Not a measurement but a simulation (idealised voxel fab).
voxel wiring stack: a process module
Shown is cross-section cut, with a width of 230 nm and square cells of size 5 nm.
Cross-section layout: square cells on a grid; listed as bands, top to bottom; a band spans one or more cell rows.
Within each band entry, the heights of the top and of the bottom of the band appear first, in that order and in nm; the materials of the band then follow from left to right, each with its corresponding width in nm. The designation "throughout" on a single material indicates that it fills the band from edge to edge; the designation "empty" indicates empty space.
Heights from 0 (as-received wafer is one material below). Bottom band endless downward, as "0 down".
A two-number width, for instance "30..40", indicates that the width is equal to the first number in the top row of the band and to the second number in the bottom row, and that it changes by a constant amount per row of cells.
It should be understood that the words "remained the same", when stated for a given step, signify that the cross-section underwent no change in any of its cells during that step.
Basically, "Closed void inventory" tells you about the enclosed voids: empty spaces with no open way to the top, 8 cells or bigger, each written width x height at distance, where distance is from the left edge, all in nm.
Anything after a step's settings on that line? It's the simulator's own note about the step.
overlay nm: on a step with a mask, how far right of its planned place the mask lay; negative means left.
Process steps - plan
| 1 | RECEIVE | material Si |
| 2 | CONFORMAL_DEP | material SiO2 | thk nm 15 |
| 3 | CONFORMAL_DEP | material SiN | thk nm 5 |
| 4 | DIRECTIONAL_DEP | material SiO2 | thk nm 20 |
| 5 | DIRECTIONAL_DEP | material aC | thk nm 10 |
| 6 | PATTERN | tone open | mask id METAL_1 | material resist | width nm 20 | pitch nm 50 | thk nm 25 | overlay nm 0 |
| 7 | DIRECTIONAL_ETCH | etch materials aC | depth nm 10 |
| 8 | STRIP | etch materials resist |
| 9 | DIRECTIONAL_ETCH | etch materials SiO2 | depth nm 20 |
| 10 | DIRECTIONAL_ETCH | etch materials SiN | depth nm 5 |
| 11 | STRIP | etch materials aC |
| 12 | CONFORMAL_DEP | material TiN | thk nm 5 |
| 13 | FILL_DEP | material W | thk nm 10 |
| 14 | CMP | height nm 40 |
| 15 | EPI | material Ru | thk nm 5 |
| 16 | FILL_DEP | material SiCN | thk nm 5 |
| 17 | DIRECTIONAL_DEP | material lowk | thk nm 30 |
| 18 | MASKED_ETCH | tone open | mask id METAL_2_HOLES | width nm 15 | pitch nm 50 | etch materials lowk | depth nm 30 | overlay nm 0 |
| 19 | MASKED_ETCH | tone open | mask id METAL_2 | width nm 20 | pitch nm 50 | etch materials lowk | depth nm 15 | overlay nm 0 |
| 20 | MASKED_ETCH | tone open | mask id METAL_2 | width nm 20 | pitch nm 50 | etch materials SiCN | depth nm 5 | overlay nm 0 |
| 21 | CONFORMAL_DEP | material TiN | thk nm 5 |
| 22 | FILL_DEP | material Cu | thk nm 5 |
| 23 | CMP | height nm 80 |
| 24 | CONFORMAL_DEP | material SiCN | thk nm 5 |
| 25 | DIRECTIONAL_DEP | material lowk | thk nm 25 |
| 26 | PATTERN | tone open | mask id METAL_3 | material resist | width nm 20 | pitch nm 50 | thk nm 20 | overlay nm 0 |
| 27 | DIRECTIONAL_ETCH | etch materials lowk | depth nm 15 |
| 28 | STRIP | etch materials resist |
| 29 | PATTERN | tone open | mask id METAL_3_HOLES | material resist | width nm 15 | pitch nm 50 | thk nm 20 | overlay nm 0 |
| 30 | DIRECTIONAL_ETCH | etch materials lowk | depth nm 10 |
| 31 | DIRECTIONAL_ETCH | etch materials SiCN | depth nm 5 |
| 32 | STRIP | etch materials resist |
| 33 | CONFORMAL_DEP | material TiN | thk nm 5 |
| 34 | FILL_DEP | material Ru | thk nm 10 |
| 35 | CMP | height nm 110 |
| 36 | CONFORMAL_DEP | material SiN | thk nm 5 |
Run as planned: first of two wafers
Delivered wafer in cross-section: state after step 1
    0 down: Si throughout
    Closed void inventory: none
Cross-section through the wafer, step 2 finished
    15 to 0: SiO2 throughout
    Everything under 0 stays put, no change at all.
Cross-section through the wafer, step 3 finished
    20 to 15: SiN throughout
    Everything under 15 stays put, no change at all.
Cross-section through the wafer, step 4 finished
    40 to 20: SiO2 throughout
    Everything under 20 stays put, no change at all.
Cross-section through the wafer, step 5 finished
    50 to 40: aC throughout
    Everything under 40 stays put, no change at all.
Cross-section through the wafer, step 6 finished
    75 to 50: resist: 80, then empty: 20, then resist: 30, then empty: 20, then resist: 80
    Everything under 50 stays put, no change at all.
Cross-section through the wafer, step 7 finished
    65 to 50: resist: 80, then empty: 20, then resist: 30, then empty: 20, then resist: 80
    50 to 40: aC: 80, then empty: 20, then aC: 30, then empty: 20, then aC: 80
    Everything under 40 stays put, no change at all.
Cross-section through the wafer, step 8 finished
    50 to 40: aC: 80, then empty: 20, then aC: 30, then empty: 20, then aC: 80
    Everything under 40 stays put, no change at all.
Cross-section through the wafer, step 9 finished
    50 to 40: aC: 80, then empty: 20, then aC: 30, then empty: 20, then aC: 80
    40 to 20: SiO2: 80, then empty: 20, then SiO2: 30, then empty: 20, then SiO2: 80
    Everything under 20 stays put, no change at all.
Cross-section through the wafer, step 10 finished
    50 to 40: aC: 80, then empty: 20, then aC: 30, then empty: 20, then aC: 80
    40 to 20: SiO2: 80, then empty: 20, then SiO2: 30, then empty: 20, then SiO2: 80
    20 to 15: SiN: 80, then empty: 20, then SiN: 30, then empty: 20, then SiN: 80
    Everything under 15 stays put, no change at all.
Cross-section through the wafer, step 11 finished
    40 to 20: SiO2: 80, then empty: 20, then SiO2: 30, then empty: 20, then SiO2: 80
    Everything under 20 stays put, no change at all.
Cross-section through the wafer, step 12 finished
    45 to 40: TiN: 85, then empty: 10, then TiN: 40, then empty: 10, then TiN: 85
    40 to 20: SiO2: 80, then TiN: 5, then empty: 10, then TiN: 5, then SiO2: 30, then TiN: 5, then empty: 10, then TiN: 5, then SiO2: 80
    20 to 15: SiN: 80, then TiN: 20, then SiN: 30, then TiN: 20, then SiN: 80
    Everything under 15 stays put, no change at all.
Cross-section through the wafer, step 13 finished
    55 to 45: W throughout
    45 to 40: TiN: 85, then W: 10, then TiN: 40, then W: 10, then TiN: 85
    40 to 20: SiO2: 80, then TiN: 5, then W: 10, then TiN: 5, then SiO2: 30, then TiN: 5, then W: 10, then TiN: 5, then SiO2: 80
    Everything under 20 stays put, no change at all.
Cross-section through the wafer, step 14 finished
    40 to 20: SiO2: 80, then TiN: 5, then W: 10, then TiN: 5, then SiO2: 30, then TiN: 5, then W: 10, then TiN: 5, then SiO2: 80
    Everything under 20 stays put, no change at all.
Cross-section through the wafer, step 15 finished
    45 to 40: empty: 75, then Ru: 30, then empty: 20, then Ru: 30, then empty: 75
    Everything under 40 stays put, no change at all.
Cross-section through the wafer, step 16 finished
    50 to 45: SiCN throughout
    45 to 40: SiCN: 75, then Ru: 30, then SiCN: 20, then Ru: 30, then SiCN: 75
    Everything under 40 stays put, no change at all.
Cross-section through the wafer, step 17 finished
    80 to 50: lowk throughout
    Everything under 50 stays put, no change at all.
Cross-section through the wafer, step 18 finished
    80 to 50: lowk: 80, then empty: 15, then lowk: 35, then empty: 15, then lowk: 85
    Everything under 50 stays put, no change at all.
Cross-section through the wafer, step 19 finished
    80 to 65: lowk: 80, then empty: 20, then lowk: 30, then empty: 20, then lowk: 80
    Everything under 65 stays put, no change at all.
Cross-section through the wafer, step 20 finished
    80 to 65: lowk: 80, then empty: 20, then lowk: 30, then empty: 20, then lowk: 80
    65 to 50: lowk: 80, then empty: 15, then lowk: 35, then empty: 15, then lowk: 85
    50 to 45: SiCN: 80, then empty: 15, then SiCN: 35, then empty: 15, then SiCN: 85
    Everything under 45 stays put, no change at all.
Cross-section through the wafer, step 21 finished
    85 to 80: TiN: 85, then empty: 10, then TiN: 40, then empty: 10, then TiN: 85
    80 to 70: lowk: 80, then TiN: 5, then empty: 10, then TiN: 5, then lowk: 30, then TiN: 5, then empty: 10, then TiN: 5, then lowk: 80
    70 to 65: lowk: 80, then TiN: 5, then empty: 5, then TiN: 10, then lowk: 30, then TiN: 5, then empty: 5, then TiN: 10, then lowk: 80
    65 to 50: lowk: 80, then TiN: 5, then empty: 5, then TiN: 5, then lowk: 35, then TiN: 5, then empty: 5, then TiN: 5, then lowk: 85
    50 to 45: SiCN: 80, then TiN: 15, then SiCN: 35, then TiN: 15, then SiCN: 85
    Everything under 45 stays put, no change at all.
Cross-section through the wafer, step 22 finished
    90 to 85: Cu throughout
    85 to 80: TiN: 85, then Cu: 10, then TiN: 40, then Cu: 10, then TiN: 85
    80 to 70: lowk: 80, then TiN: 5, then Cu: 10, then TiN: 5, then lowk: 30, then TiN: 5, then Cu: 10, then TiN: 5, then lowk: 80
    70 to 65: lowk: 80, then TiN: 5, then Cu: 5, then TiN: 10, then lowk: 30, then TiN: 5, then Cu: 5, then TiN: 10, then lowk: 80
    65 to 50: lowk: 80, then TiN: 5, then Cu: 5, then TiN: 5, then lowk: 35, then TiN: 5, then Cu: 5, then TiN: 5, then lowk: 85
    Everything under 50 stays put, no change at all.
Cross-section through the wafer, step 23 finished
    80 to 70: lowk: 80, then TiN: 5, then Cu: 10, then TiN: 5, then lowk: 30, then TiN: 5, then Cu: 10, then TiN: 5, then lowk: 80
    Everything under 70 stays put, no change at all.
Cross-section through the wafer, step 24 finished
    85 to 80: SiCN throughout
    Everything under 80 stays put, no change at all.
Cross-section through the wafer, step 25 finished
    110 to 85: lowk throughout
    Everything under 85 stays put, no change at all.
Cross-section through the wafer, step 26 finished
    130 to 110: resist: 80, then empty: 20, then resist: 30, then empty: 20, then resist: 80
    Everything under 110 stays put, no change at all.
Cross-section through the wafer, step 27 finished
    130 to 110: resist: 80, then empty: 20, then resist: 30, then empty: 20, then resist: 80
    110 to 95: lowk: 80, then empty: 20, then lowk: 30, then empty: 20, then lowk: 80
    Everything under 95 stays put, no change at all.
Cross-section through the wafer, step 28 finished
    110 to 95: lowk: 80, then empty: 20, then lowk: 30, then empty: 20, then lowk: 80
    Everything under 95 stays put, no change at all.
Cross-section through the wafer, step 29 finished
    130 to 110: resist: 80, then empty: 15, then resist: 35, then empty: 15, then resist: 85
    110 to 95: lowk: 80, then empty: 15, then resist: 5, then lowk: 30, then empty: 15, then resist: 5, then lowk: 80
    Everything under 95 stays put, no change at all.
Cross-section through the wafer, step 30 finished
    130 to 110: resist: 80, then empty: 15, then resist: 35, then empty: 15, then resist: 85
    110 to 95: lowk: 80, then empty: 15, then resist: 5, then lowk: 30, then empty: 15, then resist: 5, then lowk: 80
    95 to 85: lowk: 80, then empty: 15, then lowk: 35, then empty: 15, then lowk: 85
    Everything under 85 stays put, no change at all.
Cross-section through the wafer, step 31 finished
    130 to 110: resist: 80, then empty: 15, then resist: 35, then empty: 15, then resist: 85
    110 to 95: lowk: 80, then empty: 15, then resist: 5, then lowk: 30, then empty: 15, then resist: 5, then lowk: 80
    95 to 85: lowk: 80, then empty: 15, then lowk: 35, then empty: 15, then lowk: 85
    85 to 80: SiCN: 80, then empty: 15, then SiCN: 35, then empty: 15, then SiCN: 85
    Everything under 80 stays put, no change at all.
Cross-section through the wafer, step 32 finished
    110 to 95: lowk: 80, then empty: 20, then lowk: 30, then empty: 20, then lowk: 80
    Everything under 95 stays put, no change at all.
Cross-section through the wafer, step 33 finished
    115 to 110: TiN: 85, then empty: 10, then TiN: 40, then empty: 10, then TiN: 85
    110 to 100: lowk: 80, then TiN: 5, then empty: 10, then TiN: 5, then lowk: 30, then TiN: 5, then empty: 10, then TiN: 5, then lowk: 80
    100 to 95: lowk: 80, then TiN: 5, then empty: 5, then TiN: 10, then lowk: 30, then TiN: 5, then empty: 5, then TiN: 10, then lowk: 80
    95 to 85: lowk: 80, then TiN: 5, then empty: 5, then TiN: 5, then lowk: 35, then TiN: 5, then empty: 5, then TiN: 5, then lowk: 85
    85 to 80: SiCN: 80, then TiN: 15, then SiCN: 35, then TiN: 15, then SiCN: 85
    Everything under 80 stays put, no change at all.
Cross-section through the wafer, step 34 finished
    125 to 115: Ru throughout
    115 to 110: TiN: 85, then Ru: 10, then TiN: 40, then Ru: 10, then TiN: 85
    110 to 100: lowk: 80, then TiN: 5, then Ru: 10, then TiN: 5, then lowk: 30, then TiN: 5, then Ru: 10, then TiN: 5, then lowk: 80
    100 to 95: lowk: 80, then TiN: 5, then Ru: 5, then TiN: 10, then lowk: 30, then TiN: 5, then Ru: 5, then TiN: 10, then lowk: 80
    95 to 85: lowk: 80, then TiN: 5, then Ru: 5, then TiN: 5, then lowk: 35, then TiN: 5, then Ru: 5, then TiN: 5, then lowk: 85
    Everything under 85 stays put, no change at all.
Cross-section through the wafer, step 35 finished
    110 to 100: lowk: 80, then TiN: 5, then Ru: 10, then TiN: 5, then lowk: 30, then TiN: 5, then Ru: 10, then TiN: 5, then lowk: 80
    Everything under 100 stays put, no change at all.
Cross-section through the wafer, step 36 finished
    115 to 110: SiN throughout
    Everything under 110 stays put, no change at all.
Wafer two. Same start, same plan, one slip in execution. Same as wafer one through step 16, inclusive
X-section, second wafer, when step 17 was due to finish
    110 to 50: lowk throughout
    Everything under 50 stays put, no change at all.
X-section, second wafer, when step 18 was due to finish
    110 to 80: lowk: 80, then empty: 15, then lowk: 35, then empty: 15, then lowk: 85
    Everything under 80 stays put, no change at all.
X-section, second wafer, when step 19 was due to finish
    110 to 95: lowk: 80, then empty: 20, then lowk: 30, then empty: 20, then lowk: 80
    95 to 65: lowk: 80, then empty: 15, then lowk: 35, then empty: 15, then lowk: 85
    Everything under 65 stays put, no change at all.
X-section, second wafer, when step 20 was due to finish: remained the same
X-section, second wafer, when step 21 was due to finish
    115 to 110: TiN: 85, then empty: 10, then TiN: 40, then empty: 10, then TiN: 85
    110 to 100: lowk: 80, then TiN: 5, then empty: 10, then TiN: 5, then lowk: 30, then TiN: 5, then empty: 10, then TiN: 5, then lowk: 80
    100 to 95: lowk: 80, then TiN: 5, then empty: 5, then TiN: 10, then lowk: 30, then TiN: 5, then empty: 5, then TiN: 10, then lowk: 80
    95 to 70: lowk: 80, then TiN: 5, then empty: 5, then TiN: 5, then lowk: 35, then TiN: 5, then empty: 5, then TiN: 5, then lowk: 85
    70 to 65: lowk: 80, then TiN: 15, then lowk: 35, then TiN: 15, then lowk: 85
    Everything under 65 stays put, no change at all.
X-section, second wafer, when step 22 was due to finish
    120 to 115: Cu throughout
    115 to 110: TiN: 85, then Cu: 10, then TiN: 40, then Cu: 10, then TiN: 85
    110 to 100: lowk: 80, then TiN: 5, then Cu: 10, then TiN: 5, then lowk: 30, then TiN: 5, then Cu: 10, then TiN: 5, then lowk: 80
    100 to 95: lowk: 80, then TiN: 5, then Cu: 5, then TiN: 10, then lowk: 30, then TiN: 5, then Cu: 5, then TiN: 10, then lowk: 80
    95 to 70: lowk: 80, then TiN: 5, then Cu: 5, then TiN: 5, then lowk: 35, then TiN: 5, then Cu: 5, then TiN: 5, then lowk: 85
    Everything under 70 stays put, no change at all.
X-section, second wafer, when step 23 was due to finish
    80 to 70: lowk: 80, then TiN: 5, then Cu: 5, then TiN: 5, then lowk: 35, then TiN: 5, then Cu: 5, then TiN: 5, then lowk: 85
    Everything under 70 stays put, no change at all.
X-section, second wafer, when step 24 was due to finish
    85 to 80: SiCN throughout
    Everything under 80 stays put, no change at all.
X-section, second wafer, when step 25 was due to finish
    110 to 85: lowk throughout
    Everything under 85 stays put, no change at all.
X-section, second wafer, when step 26 was due to finish
    130 to 110: resist: 80, then empty: 20, then resist: 30, then empty: 20, then resist: 80
    Everything under 110 stays put, no change at all.
X-section, second wafer, when step 27 was due to finish
    130 to 110: resist: 80, then empty: 20, then resist: 30, then empty: 20, then resist: 80
    110 to 95: lowk: 80, then empty: 20, then lowk: 30, then empty: 20, then lowk: 80
    Everything under 95 stays put, no change at all.
X-section, second wafer, when step 28 was due to finish
    110 to 95: lowk: 80, then empty: 20, then lowk: 30, then empty: 20, then lowk: 80
    Everything under 95 stays put, no change at all.
X-section, second wafer, when step 29 was due to finish
    130 to 110: resist: 80, then empty: 15, then resist: 35, then empty: 15, then resist: 85
    110 to 95: lowk: 80, then empty: 15, then resist: 5, then lowk: 30, then empty: 15, then resist: 5, then lowk: 80
    Everything under 95 stays put, no change at all.
X-section, second wafer, when step 30 was due to finish
    130 to 110: resist: 80, then empty: 15, then resist: 35, then empty: 15, then resist: 85
    110 to 95: lowk: 80, then empty: 15, then resist: 5, then lowk: 30, then empty: 15, then resist: 5, then lowk: 80
    95 to 85: lowk: 80, then empty: 15, then lowk: 35, then empty: 15, then lowk: 85
    Everything under 85 stays put, no change at all.
X-section, second wafer, when step 31 was due to finish
    130 to 110: resist: 80, then empty: 15, then resist: 35, then empty: 15, then resist: 85
    110 to 95: lowk: 80, then empty: 15, then resist: 5, then lowk: 30, then empty: 15, then resist: 5, then lowk: 80
    95 to 85: lowk: 80, then empty: 15, then lowk: 35, then empty: 15, then lowk: 85
    85 to 80: SiCN: 80, then empty: 15, then SiCN: 35, then empty: 15, then SiCN: 85
    Everything under 80 stays put, no change at all.
X-section, second wafer, when step 32 was due to finish
    110 to 95: lowk: 80, then empty: 20, then lowk: 30, then empty: 20, then lowk: 80
    Everything under 95 stays put, no change at all.
X-section, second wafer, when step 33 was due to finish
    115 to 110: TiN: 85, then empty: 10, then TiN: 40, then empty: 10, then TiN: 85
    110 to 100: lowk: 80, then TiN: 5, then empty: 10, then TiN: 5, then lowk: 30, then TiN: 5, then empty: 10, then TiN: 5, then lowk: 80
    100 to 95: lowk: 80, then TiN: 5, then empty: 5, then TiN: 10, then lowk: 30, then TiN: 5, then empty: 5, then TiN: 10, then lowk: 80
    95 to 85: lowk: 80, then TiN: 5, then empty: 5, then TiN: 5, then lowk: 35, then TiN: 5, then empty: 5, then TiN: 5, then lowk: 85
    85 to 80: SiCN: 80, then TiN: 15, then SiCN: 35, then TiN: 15, then SiCN: 85
    Everything under 80 stays put, no change at all.
X-section, second wafer, when step 34 was due to finish
    125 to 115: Ru throughout
    115 to 110: TiN: 85, then Ru: 10, then TiN: 40, then Ru: 10, then TiN: 85
    110 to 100: lowk: 80, then TiN: 5, then Ru: 10, then TiN: 5, then lowk: 30, then TiN: 5, then Ru: 10, then TiN: 5, then lowk: 80
    100 to 95: lowk: 80, then TiN: 5, then Ru: 5, then TiN: 10, then lowk: 30, then TiN: 5, then Ru: 5, then TiN: 10, then lowk: 80
    95 to 85: lowk: 80, then TiN: 5, then Ru: 5, then TiN: 5, then lowk: 35, then TiN: 5, then Ru: 5, then TiN: 5, then lowk: 85
    Everything under 85 stays put, no change at all.
X-section, second wafer, when step 35 was due to finish
    110 to 100: lowk: 80, then TiN: 5, then Ru: 10, then TiN: 5, then lowk: 30, then TiN: 5, then Ru: 10, then TiN: 5, then lowk: 80
    Everything under 100 stays put, no change at all.
X-section, second wafer, when step 36 was due to finish
    115 to 110: SiN throughout
    Everything under 110 stays put, no change at all.
Against the plan, the run slipped here: twice over, step 17 of the plan was run
Count the cells at the end and the second wafer has more or fewer of some materials than the first: -12 Cu; +6 SiCN; -18 TiN; +24 lowk
